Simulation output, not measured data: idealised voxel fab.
process module | voxel gate over fins
cross-section cut | 230 nm wide | cells 5 nm
A cross-section is a grid of square cells, given in bands from the top down. A band is one or more rows of cells.
Each band's line starts with the height of the band's top and of its bottom, in nm. Then come its materials from left to right, each with its width in nm. One material with "throughout" fills the band from edge to edge. "air" is empty space.
Height 0 is the level under which the wafer as received is all one material. The lowest band goes on downwards, as in "0 down".
A width such as "30 to 40" changes by the same amount from each row of cells to the next, from the band's top row to its bottom row.
"no change" after a step means that no cell of the cross-section changed.
closed voids: empty space of 8 cells or more with no open way to the top, each as width x height at its distance from the left edge, in nm
after a step's settings: what the simulator itself notes on the step
overlay nm, on a step with a mask: how far to the right of its planned place the mask lay; to the left if negative
plan
1 op RECEIVE | material Si
2 op CONFORMAL_DEP | material SiN | thk nm 10
3 op MASKED_ETCH | tone cover | mask id FINS | width nm 15 | pitch nm 40 | etch materials SiN | depth nm 10 | overlay nm 0
4 op MASKED_ETCH | tone cover | mask id FINS | width nm 15 | pitch nm 40 | etch materials Si | depth nm 30 | overlay nm 0
5 op OXIDIZE | depth nm 5
6 op FILL_DEP | material SiO2 | thk nm 5
7 op CMP | height nm 10
8 op SELECTIVE_ETCH | etch materials SiO2 | depth nm 25
9 op STRIP | etch materials SiN
10 op CONFORMAL_DEP | material HfO2 | thk nm 5
11 op CONFORMAL_DEP | material TiN | thk nm 5
12 op FILL_DEP | material W | thk nm 10
13 op CMP | height nm 15
14 op CONFORMAL_DEP | material SiCN | thk nm 10
as received, after step 1
  0 down: Si throughout
  closed voids: none
first wafer at the end, as planned
  25 to 15: SiCN throughout
  15 to 10: W throughout
  10 to 5: W 80 | TiN 25 | W 15 | TiN 25 | W 85
  5 to 0: W 80 | TiN 5 | HfO2 15 | TiN 5 | W 15 | TiN 5 | HfO2 15 | TiN 5 | W 85
  0 to -5: W 80 | TiN 5 | HfO2 5 | Si 5 | HfO2 5 | TiN 5 | W 15 | TiN 5 | HfO2 5 | Si 5 | HfO2 5 | TiN 5 | W 85
  -5 to -10: TiN 85 | HfO2 5 | Si 5 | HfO2 5 | TiN 25 | HfO2 5 | Si 5 | HfO2 5 | TiN 90
  -10 to -15: HfO2 90 | Si 5 | HfO2 35 | Si 5 | HfO2 95
  -15 to -35: SiO2 90 | Si 5 | SiO2 35 | Si 5 | SiO2 95
  -35 down: Si throughout
  closed voids: none
second wafer at the end: like start, like plan, one mistake
  25 to 15: SiCN throughout
  15 to 10: W throughout
  10 to 5: W 80 | TiN 25 | W 15 | TiN 25 | W 85
  5 to 0: W 80 | TiN 5 | HfO2 15 | TiN 5 | W 15 | TiN 5 | HfO2 15 | TiN 5 | W 85
  0 to -5: W 80 | TiN 5 | HfO2 5 | Si 5 | HfO2 5 | TiN 5 | W 15 | TiN 5 | HfO2 5 | Si 5 | HfO2 5 | TiN 5 | W 85
  -5 to -10: TiN 70 | W 10 | TiN 5 | HfO2 5 | Si 5 | HfO2 5 | TiN 5 | W 15 | TiN 5 | HfO2 5 | Si 5 | HfO2 5 | TiN 5 | W 10 | TiN 75
  -10 to -15: HfO2 65 | TiN 5 | W 10 | TiN 5 | HfO2 5 | Si 5 | HfO2 5 | TiN 5 | W 15 | TiN 5 | HfO2 5 | Si 5 | HfO2 5 | TiN 5 | W 10 | TiN 5 | HfO2 70
  -15 to -20: SiO2 60 | HfO2 5 | TiN 20 | HfO2 5 | Si 5 | HfO2 5 | TiN 25 | HfO2 5 | Si 5 | HfO2 5 | TiN 20 | HfO2 5 | SiO2 65
  -20 to -25: SiO2 60 | HfO2 30 | Si 5 | HfO2 35 | Si 5 | HfO2 30 | SiO2 65
  -25 to -35: SiO2 90 | Si 5 | SiO2 35 | Si 5 | SiO2 95
  -35 down: Si throughout
  closed voids: none
what went wrong: steps 8 and 9 were swapped
at the end the second wafer has, in cells: 12 more of HfO2 | 38 fewer of SiO2 | 12 more of TiN | 14 more of W
